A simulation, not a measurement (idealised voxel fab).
process module | voxel capacitor over wiring
cross-section cut | 245 nm wide | cells 5 nm
A cross-section is a grid of square cells, given in bands from the top down. A band is one or more rows of cells.
Each band's line starts with the height of the band's top and of its bottom, in nm. Then come its materials from left to right, each with its width in nm. One material with "throughout" fills the band from edge to edge. "air" is empty space.
Height 0 is the level under which the wafer as received is all one material. The lowest band goes on downwards, as in "0 down".
A width such as "30 to 40" changes by the same amount from each row of cells to the next, from the band's top row to its bottom row.
"no change" after a step means that no cell of the cross-section changed.
closed voids: empty space of 8 cells or more with no open way to the top, each as width x height at its distance from the left edge, in nm
after a step's settings: what the simulator itself notes on the step
overlay nm, on a step with a mask: how far to the right of its planned place the mask lay; to the left if negative
plan
1 op RECEIVE | material Si
2 op CONFORMAL_DEP | material SiO2 | thk nm 15
3 op DIRECTIONAL_DEP | material TiN | thk nm 5
4 op DIRECTIONAL_DEP | material Ru | thk nm 20
5 op PATTERN | tone cover | mask id METAL_1 | material resist | width nm 25 | pitch nm 75 | thk nm 20 | overlay nm 0
6 op DIRECTIONAL_ETCH | etch materials Ru | depth nm 20
7 op DIRECTIONAL_ETCH | etch materials TiN | depth nm 5
8 op STRIP | etch materials resist
9 op CONFORMAL_DEP | material SiN | thk nm 5
10 op FILL_DEP | material lowk | thk nm 10
11 op CMP | height nm 40
12 op CONFORMAL_DEP | material SiCN | thk nm 5
13 op DIRECTIONAL_DEP | material SiO2 | thk nm 10
14 op PATTERN | tone open | mask id PLUG_1 | material resist | width nm 15 | thk nm 20 | overlay nm 0
15 op DIRECTIONAL_ETCH | etch materials SiO2 | depth nm 10
16 op DIRECTIONAL_ETCH | etch materials SiCN | depth nm 5
17 op STRIP | etch materials resist
18 op CONFORMAL_DEP | material TiN | thk nm 5
19 op FILL_DEP | material Ru | thk nm 5
20 op CMP | height nm 55
21 op DIRECTIONAL_DEP | material TiN | thk nm 5
22 op DIRECTIONAL_DEP | material HfO2 | thk nm 5
23 op DIRECTIONAL_DEP | material TiN | thk nm 10
24 op DIRECTIONAL_DEP | material aC | thk nm 10
25 op PATTERN | tone cover | mask id UPPER_PLATE | material resist | width nm 55 | thk nm 30 | overlay nm 0
26 op DIRECTIONAL_ETCH | etch materials aC | depth nm 10
27 op STRIP | etch materials resist
28 op DIRECTIONAL_ETCH | etch materials TiN | depth nm 10
29 op DIRECTIONAL_ETCH | etch materials HfO2 | depth nm 5
30 op STRIP | etch materials aC
31 op DIRECTIONAL_DEP | material aC | thk nm 15
32 op PATTERN | tone cover | mask id LOWER_PLATE | material resist | width nm 65 | thk nm 30 | overlay nm 0
33 op DIRECTIONAL_ETCH | etch materials aC | depth nm 15
34 op STRIP | etch materials resist
35 op DIRECTIONAL_ETCH | etch materials TiN | depth nm 5
36 op STRIP | etch materials aC
37 op FILL_DEP | material SiO2 | thk nm 20
38 op CMP | height nm 90
39 op DIRECTIONAL_DEP | material aC | thk nm 10
40 op PATTERN | tone open | mask id PLUG_2 | material resist | width nm 15 | thk nm 30 | overlay nm 0
41 op DIRECTIONAL_ETCH | etch materials aC | depth nm 10
42 op STRIP | etch materials resist
43 op DIRECTIONAL_ETCH | etch materials SiO2 | depth nm 15
44 op STRIP | etch materials aC
45 op CONFORMAL_DEP | material TiN | thk nm 5
46 op FILL_DEP | material Cu | thk nm 10
47 op CMP | height nm 90
48 op CONFORMAL_DEP | material SiCN | thk nm 5
as received, after step 1
  0 down: Si throughout
  closed voids: none
first wafer at the end, as planned
  95 to 90: SiCN throughout
  90 to 80: SiO2 90 | TiN 5 | Cu 5 | TiN 5 | SiO2 140
  80 to 75: SiO2 90 | TiN 15 | SiO2 140
  75 to 65: SiO2 80 | TiN 55 | SiO2 110
  65 to 60: SiO2 80 | HfO2 55 | SiO2 110
  60 to 55: SiO2 75 | TiN 65 | SiO2 105
  55 to 45: SiO2 80 | TiN 5 | Ru 5 | TiN 5 | SiO2 150
  45 to 40: SiCN 80 | TiN 15 | SiCN 150
  40 to 20: lowk 65 | SiN 5 | Ru 25 | SiN 5 | lowk 40 | SiN 5 | Ru 25 | SiN 5 | lowk 70
  20 to 15: SiN 70 | TiN 25 | SiN 50 | TiN 25 | SiN 75
  15 to 0: SiO2 throughout
  0 down: Si throughout
  closed voids: none
second wafer at the end: like start, like plan, one mistake
  95 to 90: SiCN throughout
  90 to 80: SiO2 90 | TiN 5 | Cu 5 | TiN 5 | SiO2 140
  80 to 75: SiO2 90 | TiN 15 | SiO2 140
  75 to 65: SiO2 80 | TiN 55 | SiO2 110
  65 to 60: SiO2 80 | HfO2 55 | SiO2 110
  60 to 55: SiO2 75 | TiN 65 | SiO2 105
  55 to 45: SiO2 80 | TiN 5 | Ru 5 | TiN 5 | SiO2 150
  45 to 40: SiCN 80 | TiN 15 | SiCN 150
  40 to 35: SiN 70 | TiN 25 | SiN 50 | TiN 25 | SiN 75
  35 to 15: Ru throughout
  15 to 0: SiO2 throughout
  0 down: Si throughout
  closed voids: none
what went wrong: steps 3 and 4 were swapped
at the end the second wafer has, in cells: 156 more of Ru | 16 fewer of SiN | 140 fewer of lowk
